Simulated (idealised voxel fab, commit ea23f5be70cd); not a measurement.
This is a process module. Its name is voxel transistor to metal.
Cross-section cut spans 155 nm and uses square cells 5 nm in size.
Cross-section layout: square cells on a grid; listed as bands, top to bottom; a band spans one or more cell rows.
Within each band entry, the heights of the top and of the bottom of the band appear first, in that order and in nm; the materials of the band then follow from left to right, each with its corresponding width in nm. The designation "full width" on a single material indicates that it fills the band from edge to edge; the designation "air" indicates empty space.
Height datum 0, below which the as-received substrate wafer is one material. Lowest band open at the bottom, running downward: "0 down".
With a width like "30..40", each row of cells in the band differs from the next by the same amount, the top row carrying the first number and the bottom row the second.
For the purposes of this document, the phrase "everything unchanged" attached to a step denotes that no cell within the cross-section was modified by that step.
"Voids, fully enclosed": empty spaces of 8 cells or more with no open way to the top, each given as width x height at distance, distance from the left edge, all in nm.
Past the settings on a step's line: simulator remark, on that step.
overlay nm: for a step with a mask, the amount by which the mask lay right of where it was planned; a negative amount means left of it.
Pairs from here to the end. Each: cross-section before one process step, cross-section after it, the latter only as far down as the lowest band that changed. Under each: the step between, and its settings. Mind that the pairs may be taken from different runs of this module on the same starting wafer; whether a pair continues from the pair above depends on its entry headed "Before processing", and it does only where that entry says so.
Before processing
    100 to 80: SiO2 25 nm | air 20 nm | SiO2 60 nm | air 20 nm | SiO2 30 nm
    80 to 65: SiO2 25 nm | air 15 nm | SiO2 65 nm | air 15 nm | SiO2 35 nm
    65 to 60: SiCN 25 nm | air 15 nm | SiCN 65 nm | air 15 nm | SiCN 35 nm
    60 to 35: lowk 25 nm | Ru 20 nm | lowk 60 nm | Ru 20 nm | lowk 30 nm
    35 to 30: lowk 25 nm | TiN 20 nm | lowk 60 nm | TiN 20 nm | lowk 30 nm
    30 to 15: SiO2 25 nm | TiN 5 nm | W 10 nm | TiN 5 nm | SiO2 60 nm | TiN 5 nm | W 10 nm | TiN 5 nm | SiO2 30 nm
    15 to 10: SiO2 25 nm | TiN 5 nm | W 5 nm | TiN 10 nm | SiO2 10 nm | SiN 5 nm | HfO2 5 nm | TiN 5 nm | W 10 nm | TiN 5 nm | HfO2 5 nm | SiN 5 nm | SiO2 10 nm | TiN 10 nm | W 5 nm | TiN 5 nm | SiO2 30 nm
    10 to 5: SiO2 25 nm | TiN 5 nm | W 5 nm | TiN 5 nm | SiGe 15 nm | SiN 5 nm | HfO2 5 nm | TiN 5 nm | W 10 nm | TiN 5 nm | HfO2 5 nm | SiN 5 nm | SiGe 15 nm | TiN 5 nm | W 5 nm | TiN 5 nm | SiO2 30 nm
    5 to 0: SiO2 10 nm | SiN 5 nm | SiO2 10 nm | TiN 5 nm | W 5 nm | TiN 5 nm | SiGe 15 nm | SiN 5 nm | HfO2 5 nm | TiN 20 nm | HfO2 5 nm | SiN 5 nm | SiGe 15 nm | TiN 5 nm | W 5 nm | TiN 5 nm | SiO2 10 nm | SiN 5 nm | SiO2 15 nm
    0 to -5: SiO2 25 nm | TiN 15 nm | SiGe 15 nm | HfO2 40 nm | SiGe 15 nm | TiN 15 nm | SiO2 30 nm
    -5 to -20: SiO2 15 nm | SiGe 40 nm | Si 40 nm | SiGe 40 nm | SiO2 20 nm
    -20 down: Si full width
    Voids, fully enclosed: none
Sectional View, Post-Process
    105 to 100: TiN 30 nm | air 10 nm | TiN 70 nm | air 10 nm | TiN 35 nm
    100 to 85: SiO2 25 nm | TiN 5 nm | air 10 nm | TiN 5 nm | SiO2 60 nm | TiN 5 nm | air 10 nm | TiN 5 nm | SiO2 30 nm
    85 to 80: SiO2 25 nm | TiN 5 nm | air 5 nm | TiN 10 nm | SiO2 60 nm | TiN 5 nm | air 5 nm | TiN 10 nm | SiO2 30 nm
    80 to 65: SiO2 25 nm | TiN 5 nm | air 5 nm | TiN 5 nm | SiO2 65 nm | TiN 5 nm | air 5 nm | TiN 5 nm | SiO2 35 nm
    65 to 60: SiCN 25 nm | TiN 15 nm | SiCN 65 nm | TiN 15 nm | SiCN 35 nm
    Everything under 60 stays put, no change at all.
    Voids, fully enclosed: none
What was done to get from the before section above to the after section? CONFORMAL_DEP: material TiN, thk nm 5
Before processing: this step begins from the cross-section that the pair just above shows after its step.
Sectional View, Post-Process
    115 to 105: Cu full width
    105 to 100: TiN 30 nm | Cu 10 nm | TiN 70 nm | Cu 10 nm | TiN 35 nm
    100 to 85: SiO2 25 nm | TiN 5 nm | Cu 10 nm | TiN 5 nm | SiO2 60 nm | TiN 5 nm | Cu 10 nm | TiN 5 nm | SiO2 30 nm
    85 to 80: SiO2 25 nm | TiN 5 nm | Cu 5 nm | TiN 10 nm | SiO2 60 nm | TiN 5 nm | Cu 5 nm | TiN 10 nm | SiO2 30 nm
    80 to 65: SiO2 25 nm | TiN 5 nm | Cu 5 nm | TiN 5 nm | SiO2 65 nm | TiN 5 nm | Cu 5 nm | TiN 5 nm | SiO2 35 nm
    Everything under 65 stays put, no change at all.
    Voids, fully enclosed: none
What was done to get from the before section above to the after section? FILL_DEP: material Cu, thk nm 10
Before processing: this step begins from the cross-section that the pair just above shows after its step.
Sectional View, Post-Process
    100 to 85: SiO2 25 nm | TiN 5 nm | Cu 10 nm | TiN 5 nm | SiO2 60 nm | TiN 5 nm | Cu 10 nm | TiN 5 nm | SiO2 30 nm
    Everything under 85 stays put, no change at all.
    Voids, fully enclosed: none
What was done to get from the before section above to the after section? CMP: height nm 100
Before processing: this step begins from the cross-section that the pair just above shows after its step.
Sectional View, Post-Process
    105 to 100: SiCN full width
    Everything under 100 stays put, no change at all.
    Voids, fully enclosed: none
What was done to get from the before section above to the after section? CONFORMAL_DEP: material SiCN, thk nm 5
Before processing
    5 to 0: SiO2 10 nm | air 130 nm | SiO2 15 nm
    0 to -5: SiO2 full width
    -5 to -20: SiO2 15 nm | Si 120 nm | SiO2 20 nm
    -20 down: Si full width
    Voids, fully enclosed: none
Sectional View, Post-Process
    20 to 15: SiCN 10 nm | air 130 nm | SiCN 15 nm
    15 to 5: SiCN full width
    5 to 0: SiO2 10 nm | SiCN 130 nm | SiO2 15 nm
    Everything under 0 stays put, no change at all.
    Voids, fully enclosed: none
What was done to get from the before section above to the after section? DIRECTIONAL_DEP: material SiCN, thk nm 15
Before processing: this step begins from the cross-section that the pair just above shows after its step.
Sectional View, Post-Process
    35 to 20: air 60 nm | resist 30 nm | air 65 nm
    20 to 15: SiCN 10 nm | air 50 nm | resist 30 nm | air 50 nm | SiCN 15 nm
    Everything under 15 stays put, no change at all.
    Voids, fully enclosed: none
What was done to get from the before section above to the after section? PATTERN: tone cover, mask id GATE, material resist, width nm 30, thk nm 15, overlay nm 0
Before processing: this step begins from the cross-section that the pair just above shows after its step.
Sectional View, Post-Process
    35 to 15: air 60 nm | resist 30 nm | air 65 nm
    15 to 5: air 60 nm | SiCN 30 nm | air 65 nm
    5 to 0: SiO2 10 nm | air 50 nm | SiCN 30 nm | air 50 nm | SiO2 15 nm
    Everything under 0 stays put, no change at all.
    Voids, fully enclosed: none
What was done to get from the before section above to the after section? DIRECTIONAL_ETCH: etch materials SiCN, depth nm 25
Before processing: this step begins from the cross-section that the pair just above shows after its step.
Sectional View, Post-Process
    15 to 5: air 60 nm | SiCN 30 nm | air 65 nm
    Everything under 5 stays put, no change at all.
    Voids, fully enclosed: none
What was done to get from the before section above to the after section? STRIP: etch materials resist
Before processing: this step begins from the cross-section that the pair just above shows after its step.
Sectional View, Post-Process
    20 to 15: air 55 nm | SiN 40 nm | air 60 nm
    15 to 10: air 55 nm | SiN 5 nm | SiCN 30 nm | SiN 5 nm | air 60 nm
    10 to 5: SiN 15 nm | air 40 nm | SiN 5 nm | SiCN 30 nm | SiN 5 nm | air 40 nm | SiN 20 nm
    5 to 0: SiO2 10 nm | SiN 50 nm | SiCN 30 nm | SiN 50 nm | SiO2 15 nm
    Everything under 0 stays put, no change at all.
    Voids, fully enclosed: none
What was done to get from the before section above to the after section? CONFORMAL_DEP: material SiN, thk nm 5
Before processing: this step begins from the cross-section that the pair just above shows after its step.
Sectional View, Post-Process
    15 to 5: air 55 nm | SiN 5 nm | SiCN 30 nm | SiN 5 nm | air 60 nm
    5 to 0: SiO2 10 nm | SiN 5 nm | air 40 nm | SiN 5 nm | SiCN 30 nm | SiN 5 nm | air 40 nm | SiN 5 nm | SiO2 15 nm
    Everything under 0 stays put, no change at all.
    Voids, fully enclosed: none
What was done to get from the before section above to the after section? DIRECTIONAL_ETCH: etch materials SiN, depth nm 5
Before processing: this step begins from the cross-section that the pair just above shows after its step.
Sectional View, Post-Process
    15 to 5: air 55 nm | SiN 5 nm | SiCN 30 nm | SiN 5 nm | air 60 nm
    5 to 0: air 10 nm | SiN 5 nm | air 40 nm | SiN 5 nm | SiCN 30 nm | SiN 5 nm | air 40 nm | SiN 5 nm | air 15 nm
    0 to -5: SiO2 15 nm | air 40 nm | SiO2 40 nm | air 40 nm | SiO2 20 nm
    Everything under -5 stays put, no change at all.
    Voids, fully enclosed: none
What was done to get from the before section above to the after section? DIRECTIONAL_ETCH: etch materials SiO2, depth nm 5
Before processing: this step begins from the cross-section that the pair just above shows after its step.
Sectional View, Post-Process
    15 to 5: air 55 nm | SiN 5 nm | SiCN 30 nm | SiN 5 nm | air 60 nm
    5 to 0: air 10 nm | SiN 5 nm | air 40 nm | SiN 5 nm | SiCN 30 nm | SiN 5 nm | air 40 nm | SiN 5 nm | air 15 nm
    0 to -5: SiO2 15 nm | air 40 nm | SiO2 40 nm | air 40 nm | SiO2 20 nm
    -5 to -20: SiO2 15 nm | air 40 nm | Si 40 nm | air 40 nm | SiO2 20 nm
    Everything under -20 stays put, no change at all.
    Voids, fully enclosed: none
What was done to get from the before section above to the after section? DIRECTIONAL_ETCH: etch materials Si, depth nm 15
Before processing: this step begins from the cross-section that the pair just above shows after its step.
Sectional View, Post-Process
    15 to 10: air 55 nm | SiN 5 nm | SiCN 30 nm | SiN 5 nm | air 60 nm
    10 to 5: air 40 nm | SiGe 15 nm | SiN 5 nm | SiCN 30 nm | SiN 5 nm | SiGe 15 nm | air 45 nm
    5 to 0: air 10 nm | SiN 5 nm | air 25 nm | SiGe 15 nm | SiN 5 nm | SiCN 30 nm | SiN 5 nm | SiGe 15 nm | air 25 nm | SiN 5 nm | air 15 nm
    0 to -5: SiO2 15 nm | air 25 nm | SiGe 15 nm | SiO2 40 nm | SiGe 15 nm | air 25 nm | SiO2 20 nm
    -5 to -20: SiO2 15 nm | SiGe 40 nm | Si 40 nm | SiGe 40 nm | SiO2 20 nm
    Everything under -20 stays put, no change at all.
    Voids, fully enclosed: none
What was done to get from the before section above to the after section? EPI: material SiGe, thk nm 15
Before processing: this step begins from the cross-section that the pair just above shows after its step.
Sectional View, Post-Process
    25 to 15: SiO2 full width
    15 to 10: SiO2 55 nm | SiN 5 nm | SiCN 30 nm | SiN 5 nm | SiO2 60 nm
    10 to 5: SiO2 40 nm | SiGe 15 nm | SiN 5 nm | SiCN 30 nm | SiN 5 nm | SiGe 15 nm | SiO2 45 nm
    5 to 0: SiO2 10 nm | SiN 5 nm | SiO2 25 nm | SiGe 15 nm | SiN 5 nm | SiCN 30 nm | SiN 5 nm | SiGe 15 nm | SiO2 25 nm | SiN 5 nm | SiO2 15 nm
    0 to -5: SiO2 40 nm | SiGe 15 nm | SiO2 40 nm | SiGe 15 nm | SiO2 45 nm
    Everything under -5 stays put, no change at all.
    Voids, fully enclosed: none
What was done to get from the before section above to the after section? FILL_DEP: material SiO2, thk nm 10
Before processing: this step begins from the cross-section that the pair just above shows after its step.
Sectional View, Post-Process
    20 to 15: SiO2 full width
    Everything under 15 stays put, no change at all.
    Voids, fully enclosed: none
What was done to get from the before section above to the after section? CMP: height nm 20
Before processing: this step begins from the cross-section that the pair just above shows after its step.
Sectional View, Post-Process
    15 to 10: SiO2 55 nm | SiN 5 nm | SiCN 30 nm | SiN 5 nm | SiO2 60 nm
    Everything under 10 stays put, no change at all.
    Voids, fully enclosed: none
What was done to get from the before section above to the after section? SELECTIVE_ETCH: etch materials SiO2, depth nm 5
Before processing: this step begins from the cross-section that the pair just above shows after its step.
Sectional View, Post-Process
    20 to 15: HfO2 full width
    Everything under 15 stays put, no change at all.
    Voids, fully enclosed: none
What was done to get from the before section above to the after section? CONFORMAL_DEP: material HfO2, thk nm 5
Before processing: this step begins from the cross-section that the pair just above shows after its step.
Sectional View, Post-Process
    25 to 20: TiN full width
    Everything under 20 stays put, no change at all.
    Voids, fully enclosed: none
What was done to get from the before section above to the after section? CONFORMAL_DEP: material TiN, thk nm 5
Before processing: this step begins from the cross-section that the pair just above shows after its step.
Sectional View, Post-Process
    35 to 25: W full width
    Everything under 25 stays put, no change at all.
    Voids, fully enclosed: none
What was done to get from the before section above to the after section? FILL_DEP: material W, thk nm 10
Before processing: this step begins from the cross-section that the pair just above shows after its step.
Sectional View, Post-Process
    15 to 10: SiO2 55 nm | SiN 5 nm | SiCN 30 nm | SiN 5 nm | SiO2 60 nm
    Everything under 10 stays put, no change at all.
    Voids, fully enclosed: none
What was done to get from the before section above to the after section? CMP: height nm 15
Before processing: this step begins from the cross-section that the pair just above shows after its step.
Sectional View, Post-Process
    30 to 15: SiO2 full width
    Everything under 15 stays put, no change at all.
    Voids, fully enclosed: none
What was done to get from the before section above to the after section? DIRECTIONAL_DEP: material SiO2, thk nm 15
Before processing: this step begins from the cross-section that the pair just above shows after its step.
Sectional View, Post-Process
    50 to 30: resist 25 nm | air 20 nm | resist 60 nm | air 20 nm | resist 30 nm
    Everything under 30 stays put, no change at all.
    Voids, fully enclosed: none
What was done to get from the before section above to the after section? PATTERN: tone open, mask id CONTACT, material resist, width nm 20, pitch nm 80, thk nm 20, overlay nm 0
Before processing: this step begins from the cross-section that the pair just above shows after its step.
Sectional View, Post-Process
    50 to 30: resist 25 nm | air 20 nm | resist 60 nm | air 20 nm | resist 30 nm
    30 to 15: SiO2 25 nm | air 20 nm | SiO2 60 nm | air 20 nm | SiO2 30 nm
    15 to 10: SiO2 25 nm | air 20 nm | SiO2 10 nm | SiN 5 nm | SiCN 30 nm | SiN 5 nm | SiO2 10 nm | air 20 nm | SiO2 30 nm
    10 to 5: SiO2 25 nm | air 15 nm | SiGe 15 nm | SiN 5 nm | SiCN 30 nm | SiN 5 nm | SiGe 15 nm | air 15 nm | SiO2 30 nm
    5 to 0: SiO2 10 nm | SiN 5 nm | SiO2 10 nm | air 15 nm | SiGe 15 nm | SiN 5 nm | SiCN 30 nm | SiN 5 nm | SiGe 15 nm | air 15 nm | SiO2 10 nm | SiN 5 nm | SiO2 15 nm
    0 to -5: SiO2 25 nm | air 15 nm | SiGe 15 nm | SiO2 40 nm | SiGe 15 nm | air 15 nm | SiO2 30 nm
    Everything under -5 stays put, no change at all.
    Voids, fully enclosed: none
What was done to get from the before section above to the after section? DIRECTIONAL_ETCH: etch materials SiO2, depth nm 35
Before processing: this step begins from the cross-section that the pair just above shows after its step.
Sectional View, Post-Process
    30 to 15: SiO2 25 nm | air 20 nm | SiO2 60 nm | air 20 nm | SiO2 30 nm
    Everything under 15 stays put, no change at all.
    Voids, fully enclosed: none
What was done to get from the before section above to the after section? STRIP: etch materials resist
Before processing: this step begins from the cross-section that the pair just above shows after its step.
Sectional View, Post-Process
    35 to 30: TiN 30 nm | air 10 nm | TiN 70 nm | air 10 nm | TiN 35 nm
    30 to 15: SiO2 25 nm | TiN 5 nm | air 10 nm | TiN 5 nm | SiO2 60 nm | TiN 5 nm | air 10 nm | TiN 5 nm | SiO2 30 nm
    15 to 10: SiO2 25 nm | TiN 5 nm | air 5 nm | TiN 10 nm | SiO2 10 nm | SiN 5 nm | SiCN 30 nm | SiN 5 nm | SiO2 10 nm | TiN 10 nm | air 5 nm | TiN 5 nm | SiO2 30 nm
    10 to 5: SiO2 25 nm | TiN 5 nm | air 5 nm | TiN 5 nm | SiGe 15 nm | SiN 5 nm | SiCN 30 nm | SiN 5 nm | SiGe 15 nm | TiN 5 nm | air 5 nm | TiN 5 nm | SiO2 30 nm
    5 to 0: SiO2 10 nm | SiN 5 nm | SiO2 10 nm | TiN 5 nm | air 5 nm | TiN 5 nm | SiGe 15 nm | SiN 5 nm | SiCN 30 nm | SiN 5 nm | SiGe 15 nm | TiN 5 nm | air 5 nm | TiN 5 nm | SiO2 10 nm | SiN 5 nm | SiO2 15 nm
    0 to -5: SiO2 25 nm | TiN 15 nm | SiGe 15 nm | SiO2 40 nm | SiGe 15 nm | TiN 15 nm | SiO2 30 nm
    Everything under -5 stays put, no change at all.
    Voids, fully enclosed: none
What was done to get from the before section above to the after section? CONFORMAL_DEP: material TiN, thk nm 5
Before processing: this step begins from the cross-section that the pair just above shows after its step.
Sectional View, Post-Process
    40 to 35: W full width
    35 to 30: TiN 30 nm | W 10 nm | TiN 70 nm | W 10 nm | TiN 35 nm
    30 to 15: SiO2 25 nm | TiN 5 nm | W 10 nm | TiN 5 nm | SiO2 60 nm | TiN 5 nm | W 10 nm | TiN 5 nm | SiO2 30 nm
    15 to 10: SiO2 25 nm | TiN 5 nm | W 5 nm | TiN 10 nm | SiO2 10 nm | SiN 5 nm | SiCN 30 nm | SiN 5 nm | SiO2 10 nm | TiN 10 nm | W 5 nm | TiN 5 nm | SiO2 30 nm
    10 to 5: SiO2 25 nm | TiN 5 nm | W 5 nm | TiN 5 nm | SiGe 15 nm | SiN 5 nm | SiCN 30 nm | SiN 5 nm | SiGe 15 nm | TiN 5 nm | W 5 nm | TiN 5 nm | SiO2 30 nm
    5 to 0: SiO2 10 nm | SiN 5 nm | SiO2 10 nm | TiN 5 nm | W 5 nm | TiN 5 nm | SiGe 15 nm | SiN 5 nm | SiCN 30 nm | SiN 5 nm | SiGe 15 nm | TiN 5 nm | W 5 nm | TiN 5 nm | SiO2 10 nm | SiN 5 nm | SiO2 15 nm
    Everything under 0 stays put, no change at all.
    Voids, fully enclosed: none
What was done to get from the before section above to the after section? FILL_DEP: material W, thk nm 5
Before processing: this step begins from the cross-section that the pair just above shows after its step.
Sectional View, Post-Process
    30 to 15: SiO2 25 nm | TiN 5 nm | W 10 nm | TiN 5 nm | SiO2 60 nm | TiN 5 nm | W 10 nm | TiN 5 nm | SiO2 30 nm
    Everything under 15 stays put, no change at all.
    Voids, fully enclosed: none
What was done to get from the before section above to the after section? CMP: height nm 30
Before processing: this step begins from the cross-section that the pair just above shows after its step.
Sectional View, Post-Process
    35 to 30: TiN full width
    Everything under 30 stays put, no change at all.
    Voids, fully enclosed: none
What was done to get from the before section above to the after section? DIRECTIONAL_DEP: material TiN, thk nm 5
Before processing: this step begins from the cross-section that the pair just above shows after its step.
Sectional View, Post-Process
    60 to 35: Ru full width
    Everything under 35 stays put, no change at all.
    Voids, fully enclosed: none
What was done to get from the before section above to the after section? DIRECTIONAL_DEP: material Ru, thk nm 25
Before processing: this step begins from the cross-section that the pair just above shows after its step.
Sectional View, Post-Process
    60 to 35: air 25 nm | Ru 20 nm | air 60 nm | Ru 20 nm | air 30 nm
    Everything under 35 stays put, no change at all.
    Voids, fully enclosed: none
What was done to get from the before section above to the after section? MASKED_ETCH: tone cover, mask id METAL_1, width nm 20, pitch nm 80, etch materials Ru, depth nm 25, overlay nm 0
Before processing: this step begins from the cross-section that the pair just above shows after its step.
Sectional View, Post-Process
    60 to 35: air 25 nm | Ru 20 nm | air 60 nm | Ru 20 nm | air 30 nm
    35 to 30: air 25 nm | TiN 20 nm | air 60 nm | TiN 20 nm | air 30 nm
    Everything under 30 stays put, no change at all.
    Voids, fully enclosed: none
What was done to get from the before section above to the after section? MASKED_ETCH: tone cover, mask id METAL_1, width nm 20, pitch nm 80, etch materials TiN, depth nm 5, overlay nm 0
Before processing: this step begins from the cross-section that the pair just above shows after its step.
Sectional View, Post-Process
    70 to 60: lowk full width
    60 to 35: lowk 25 nm | Ru 20 nm | lowk 60 nm | Ru 20 nm | lowk 30 nm
    35 to 30: lowk 25 nm | TiN 20 nm | lowk 60 nm | TiN 20 nm | lowk 30 nm
    Everything under 30 stays put, no change at all.
    Voids, fully enclosed: none
What was done to get from the before section above to the after section? FILL_DEP: material lowk, thk nm 10
Before processing: this step begins from the cross-section that the pair just above shows after its step.
Sectional View, Post-Process
    60 to 35: lowk 25 nm | Ru 20 nm | lowk 60 nm | Ru 20 nm | lowk 30 nm
    Everything under 35 stays put, no change at all.
    Voids, fully enclosed: none
What was done to get from the before section above to the after section? CMP: height nm 60
Before processing: this step begins from the cross-section that the pair just above shows after its step.
Sectional View, Post-Process
    65 to 60: SiCN full width
    Everything under 60 stays put, no change at all.
    Voids, fully enclosed: none
What was done to get from the before section above to the after section? CONFORMAL_DEP: material SiCN, thk nm 5
Before processing: this step begins from the cross-section that the pair just above shows after its step.
Sectional View, Post-Process
    100 to 65: SiO2 full width
    Everything under 65 stays put, no change at all.
    Voids, fully enclosed: none
What was done to get from the before section above to the after section? DIRECTIONAL_DEP: material SiO2, thk nm 35
Before processing: this step begins from the cross-section that the pair just above shows after its step.
Sectional View, Post-Process
    100 to 80: SiO2 25 nm | air 20 nm | SiO2 60 nm | air 20 nm | SiO2 30 nm
    Everything under 80 stays put, no change at all.
    Voids, fully enclosed: none
What was done to get from the before section above to the after section? MASKED_ETCH: tone open, mask id METAL_2, width nm 20, pitch nm 80, etch materials SiO2, depth nm 20, overlay nm 0
Before processing: this step begins from the cross-section that the pair just above shows after its step.
Sectional View, Post-Process
    110 to 100: aC 25 nm | air 20 nm | aC 60 nm | air 20 nm | aC 30 nm
    100 to 90: SiO2 25 nm | air 20 nm | SiO2 60 nm | air 20 nm | SiO2 30 nm
    90 to 80: SiO2 25 nm | aC 20 nm | SiO2 60 nm | aC 20 nm | SiO2 30 nm
    Everything under 80 stays put, no change at all.
    Voids, fully enclosed: none
What was done to get from the before section above to the after section? DIRECTIONAL_DEP: material aC, thk nm 10
Before processing: this step begins from the cross-section that the pair just above shows after its step.
Sectional View, Post-Process
    140 to 110: resist 25 nm | air 15 nm | resist 65 nm | air 15 nm | resist 35 nm
    110 to 100: aC 25 nm | air 15 nm | resist 5 nm | aC 60 nm | air 15 nm | resist 5 nm | aC 30 nm
    100 to 90: SiO2 25 nm | air 15 nm | resist 5 nm | SiO2 60 nm | air 15 nm | resist 5 nm | SiO2 30 nm
    Everything under 90 stays put, no change at all.
    Voids, fully enclosed: none
What was done to get from the before section above to the after section? PATTERN: tone open, mask id METAL_2_HOLES, material resist, width nm 15, pitch nm 80, thk nm 30, overlay nm 0
Before processing: this step begins from the cross-section that the pair just above shows after its step.
Sectional View, Post-Process
    130 to 110: resist 25 nm | air 15 nm | resist 65 nm | air 15 nm | resist 35 nm
    110 to 100: aC 25 nm | air 15 nm | resist 5 nm | aC 60 nm | air 15 nm | resist 5 nm | aC 30 nm
    100 to 90: SiO2 25 nm | air 15 nm | resist 5 nm | SiO2 60 nm | air 15 nm | resist 5 nm | SiO2 30 nm
    90 to 80: SiO2 25 nm | air 15 nm | aC 5 nm | SiO2 60 nm | air 15 nm | aC 5 nm | SiO2 30 nm
    Everything under 80 stays put, no change at all.
    Voids, fully enclosed: none
What was done to get from the before section above to the after section? DIRECTIONAL_ETCH: etch materials aC, depth nm 10
Before processing: this step begins from the cross-section that the pair just above shows after its step.
Sectional View, Post-Process
    110 to 100: aC 25 nm | air 20 nm | aC 60 nm | air 20 nm | aC 30 nm
    100 to 90: SiO2 25 nm | air 20 nm | SiO2 60 nm | air 20 nm | SiO2 30 nm
    Everything under 90 stays put, no change at all.
    Voids, fully enclosed: none
What was done to get from the before section above to the after section? STRIP: etch materials resist
Before processing: this step begins from the cross-section that the pair just above shows after its step.
Sectional View, Post-Process
    110 to 100: aC 25 nm | air 20 nm | aC 60 nm | air 20 nm | aC 30 nm
    100 to 90: SiO2 25 nm | air 20 nm | SiO2 60 nm | air 20 nm | SiO2 30 nm
    90 to 80: SiO2 25 nm | air 15 nm | aC 5 nm | SiO2 60 nm | air 15 nm | aC 5 nm | SiO2 30 nm
    80 to 65: SiO2 25 nm | air 15 nm | SiO2 65 nm | air 15 nm | SiO2 35 nm
    Everything under 65 stays put, no change at all.
    Voids, fully enclosed: none
What was done to get from the before section above to the after section? DIRECTIONAL_ETCH: etch materials SiO2, depth nm 15
Before processing: this step begins from the cross-section that the pair just above shows after its step.
Sectional View, Post-Process
    110 to 100: aC 25 nm | air 20 nm | aC 60 nm | air 20 nm | aC 30 nm
    100 to 90: SiO2 25 nm | air 20 nm | SiO2 60 nm | air 20 nm | SiO2 30 nm
    90 to 80: SiO2 25 nm | air 15 nm | aC 5 nm | SiO2 60 nm | air 15 nm | aC 5 nm | SiO2 30 nm
    80 to 65: SiO2 25 nm | air 15 nm | SiO2 65 nm | air 15 nm | SiO2 35 nm
    65 to 60: SiCN 25 nm | air 15 nm | SiCN 65 nm | air 15 nm | SiCN 35 nm
    Everything under 60 stays put, no change at all.
    Voids, fully enclosed: none
What was done to get from the before section above to the after section? DIRECTIONAL_ETCH: etch materials SiCN, depth nm 5
Before processing: this step begins from the cross-section that the pair just above shows after its step.
Sectional View, Post-Process
    100 to 80: SiO2 25 nm | air 20 nm | SiO2 60 nm | air 20 nm | SiO2 30 nm
    Everything under 80 stays put, no change at all.
    Voids, fully enclosed: none
What was done to get from the before section above to the after section? STRIP: etch materials aC
Before processing: this step begins from the cross-section that the pair just above shows after its step.
Sectional View, Post-Process
    105 to 100: TiN 30 nm | air 10 nm | TiN 70 nm | air 10 nm | TiN 35 nm
    100 to 85: SiO2 25 nm | TiN 5 nm | air 10 nm | TiN 5 nm | SiO2 60 nm | TiN 5 nm | air 10 nm | TiN 5 nm | SiO2 30 nm
    85 to 80: SiO2 25 nm | TiN 5 nm | air 5 nm | TiN 10 nm | SiO2 60 nm | TiN 5 nm | air 5 nm | TiN 10 nm | SiO2 30 nm
    80 to 65: SiO2 25 nm | TiN 5 nm | air 5 nm | TiN 5 nm | SiO2 65 nm | TiN 5 nm | air 5 nm | TiN 5 nm | SiO2 35 nm
    65 to 60: SiCN 25 nm | TiN 15 nm | SiCN 65 nm | TiN 15 nm | SiCN 35 nm
    Everything under 60 stays put, no change at all.
    Voids, fully enclosed: none
What was done to get from the before section above to the after section? CONFORMAL_DEP: material TiN, thk nm 5
Before processing: this step begins from the cross-section that the pair just above shows after its step.
Sectional View, Post-Process
    115 to 105: Cu full width
    105 to 100: TiN 30 nm | Cu 10 nm | TiN 70 nm | Cu 10 nm | TiN 35 nm
    100 to 85: SiO2 25 nm | TiN 5 nm | Cu 10 nm | TiN 5 nm | SiO2 60 nm | TiN 5 nm | Cu 10 nm | TiN 5 nm | SiO2 30 nm
    85 to 80: SiO2 25 nm | TiN 5 nm | Cu 5 nm | TiN 10 nm | SiO2 60 nm | TiN 5 nm | Cu 5 nm | TiN 10 nm | SiO2 30 nm
    80 to 65: SiO2 25 nm | TiN 5 nm | Cu 5 nm | TiN 5 nm | SiO2 65 nm | TiN 5 nm | Cu 5 nm | TiN 5 nm | SiO2 35 nm
    Everything under 65 stays put, no change at all.
    Voids, fully enclosed: none
What was done to get from the before section above to the after section? FILL_DEP: material Cu, thk nm 10
Before processing: this step begins from the cross-section that the pair just above shows after its step.
Sectional View, Post-Process
    100 to 85: SiO2 25 nm | TiN 5 nm | Cu 10 nm | TiN 5 nm | SiO2 60 nm | TiN 5 nm | Cu 10 nm | TiN 5 nm | SiO2 30 nm
    Everything under 85 stays put, no change at all.
    Voids, fully enclosed: none
What was done to get from the before section above to the after section? CMP: height nm 100
Before processing: this step begins from the cross-section that the pair just above shows after its step.
Sectional View, Post-Process
    105 to 100: SiCN full width
    Everything under 100 stays put, no change at all.
    Voids, fully enclosed: none
What was done to get from the before section above to the after section? CONFORMAL_DEP: material SiCN, thk nm 5
Before processing
    35 to 20: air 55 nm | SiN 5 nm | SiCN 30 nm | SiN 5 nm | air 60 nm
    20 to 5: air 55 nm | SiN 5 nm | polySi 30 nm | SiN 5 nm | air 60 nm
    5 to 0: air 10 nm | SiN 5 nm | air 40 nm | SiN 5 nm | polySi 30 nm | SiN 5 nm | air 40 nm | SiN 5 nm | air 15 nm
    0 to -5: SiO2 15 nm | air 40 nm | SiO2 40 nm | air 40 nm | SiO2 20 nm
    -5 to -20: SiO2 15 nm | air 40 nm | Si 40 nm | air 40 nm | SiO2 20 nm
    -20 down: Si full width
    Voids, fully enclosed: none
Sectional View, Post-Process
    35 to 20: air 55 nm | SiN 5 nm | SiCN 30 nm | SiN 5 nm | air 60 nm
    20 to 5: air 55 nm | SiN 5 nm | polySi 30 nm | SiN 5 nm | air 60 nm
    5 to 0: air 10 nm | SiN 5 nm | air 40 nm | SiN 5 nm | polySi 30 nm | SiN 5 nm | air 40 nm | SiN 5 nm | air 15 nm
    0 to -5: SiO2 15 nm | air 40 nm | SiO2 40 nm | air 40 nm | SiO2 20 nm
    -5 to -20: SiO2 15 nm | air 40 nm | Si 40 nm | air 40 nm | SiO2 20 nm
    -20 to -35: Si 15 nm | air 40 nm | Si 40 nm | air 40 nm | Si 20 nm
    Everything under -35 stays put, no change at all.
    Voids, fully enclosed: none
What was done to get from the before section above to the after section? DIRECTIONAL_ETCH: etch materials Si, depth nm 15
Before processing: this step begins from the cross-section that the pair just above shows after its step.
Sectional View, Post-Process
    35 to 20: air 55 nm | SiN 5 nm | SiCN 30 nm | SiN 5 nm | air 60 nm
    20 to 10: air 55 nm | SiN 5 nm | polySi 30 nm | SiN 5 nm | air 60 nm
    10 to 5: air 40 nm | SiGe 15 nm | SiN 5 nm | polySi 30 nm | SiN 5 nm | SiGe 15 nm | air 45 nm
    5 to 0: air 10 nm | SiN 5 nm | air 25 nm | SiGe 15 nm | SiN 5 nm | polySi 30 nm | SiN 5 nm | SiGe 15 nm | air 25 nm | SiN 5 nm | air 15 nm
    0 to -5: SiO2 15 nm | air 25 nm | SiGe 15 nm | SiO2 40 nm | SiGe 15 nm | air 25 nm | SiO2 20 nm
    -5 to -20: SiO2 15 nm | SiGe 15 nm | air 10 nm | SiGe 15 nm | Si 40 nm | SiGe 15 nm | air 10 nm | SiGe 15 nm | SiO2 20 nm
    -20 to -35: Si 15 nm | SiGe 40 nm | Si 40 nm | SiGe 40 nm | Si 20 nm
    Everything under -35 stays put, no change at all.
    Voids, fully enclosed: none
What was done to get from the before section above to the after section? EPI: material SiGe, thk nm 15
